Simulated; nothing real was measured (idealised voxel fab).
The following process module bears the name voxel lift off.
For reference, the cross-section in this document is cut, with width 140 nm and square cells of 5 nm.
In what follows, cross-sections appear as grids of square cells, described through bands that run from the top down, where every band is one or more rows of cells. A band entry consists of two parts. The first gives the height of the band's top and the height of its bottom, in nm. The rest lists the band's materials from left to right, each with its width in nm. A single material labelled with the word "everywhere" fills the band from edge to edge, and the word "empty" marks empty space. All heights in this document are referenced to 0, defined as the level beneath which the wafer, as received, consists entirely of one material. The lowest band is not bounded below; it extends indefinitely downward and is written in the form "z 0 and below". Width "30..40": first value at the band's top row of cells, second value at its bottom row, equal change from row to row. No cell of the cross-section changed in a step that is given as "remained unchanged". So "Fully sealed voids" is basically the list of trapped voids: any empty space of 8 cells or more that can't reach the top through an opening. They're written width x height at distance, the distance being from the left edge, and it's all nm. The remark found on a step's line after its settings is issued by the simulator itself and pertains to that step. Regarding "overlay nm": on a step with a mask, it is the distance the mask lay to the right of its planned place; a negative value places it to the left.
## Steps planned for the process
1,RECEIVE: material Si
2,CONFORMAL_DEP: material Al2O3, thk nm 10
3,PATTERN: tone open, mask id LINES, material resist, width nm 25, pitch nm 40, thk nm 20, overlay nm 0
4,DIRECTIONAL_DEP: material Ru, thk nm 10
5,STRIP: etch materials resist
6,CONFORMAL_DEP: material SiO2, thk nm 10
## The first of a set of two wafers, run to plan
## Wafer as received: cross-section following step 1
	z 0 and below  Si everywhere
	Fully sealed voids: none
## Upon completion of step 2, the wafer appears in cross-section as shown
	z 10 to 0  Al2O3 everywhere
	Whatever lies below 0 is exactly as it was before.
## Upon completion of step 3, the wafer appears in cross-section as shown
	z 30 to 10  resist: 15; empty: 25; resist: 15; empty: 25; resist: 15; empty: 25; resist: 20
	Whatever lies below 10 is exactly as it was before.
## Upon completion of step 4, the wafer appears in cross-section as shown
	z 40 to 30  Ru: 15; empty: 25; Ru: 15; empty: 25; Ru: 15; empty: 25; Ru: 20
	z 30 to 20  resist: 15; empty: 25; resist: 15; empty: 25; resist: 15; empty: 25; resist: 20
	z 20 to 10  resist: 15; Ru: 25; resist: 15; Ru: 25; resist: 15; Ru: 25; resist: 20
	Whatever lies below 10 is exactly as it was before.
## Upon completion of step 5, the wafer appears in cross-section as shown
	z 20 to 10  empty: 15; Ru: 25; empty: 15; Ru: 25; empty: 15; Ru: 25; empty: 20
	Whatever lies below 10 is exactly as it was before.
## Upon completion of step 6, the wafer appears in cross-section as shown
	z 30 to 20  empty: 5; SiO2: 125; empty: 10
	z 20 to 10  SiO2: 15; Ru: 25; SiO2: 15; Ru: 25; SiO2: 15; Ru: 25; SiO2: 20
	Whatever lies below 10 is exactly as it was before.
## The second wafer: identical to the first at the outset and in its planned sequence, differing only in that one mistake was made during processing; up to and including step 4, its path is the first wafer's path
## Cross-section of the second wafer at the time step 5 of the plan should have ended
	z 20 to 10  empty: 15; Ru: 25; empty: 15; Ru: 25; empty: 15; Ru: 25; empty: 20
	Whatever lies below 10 is exactly as it was before.
## Cross-section of the second wafer at the time step 6 of the plan should have ended
	z 30 to 20  empty: 5; SiO2: 125; empty: 10
	z 20 to 10  SiO2: 15; Ru: 25; SiO2: 15; Ru: 25; SiO2: 15; Ru: 25; SiO2: 20
	Whatever lies below 10 is exactly as it was before.
Against the plan, the run slipped here: step 5 of the plan was carried out twice
The final cross-section is the same for the two wafers, so this model computes the same thing whether or not the mistake was made.
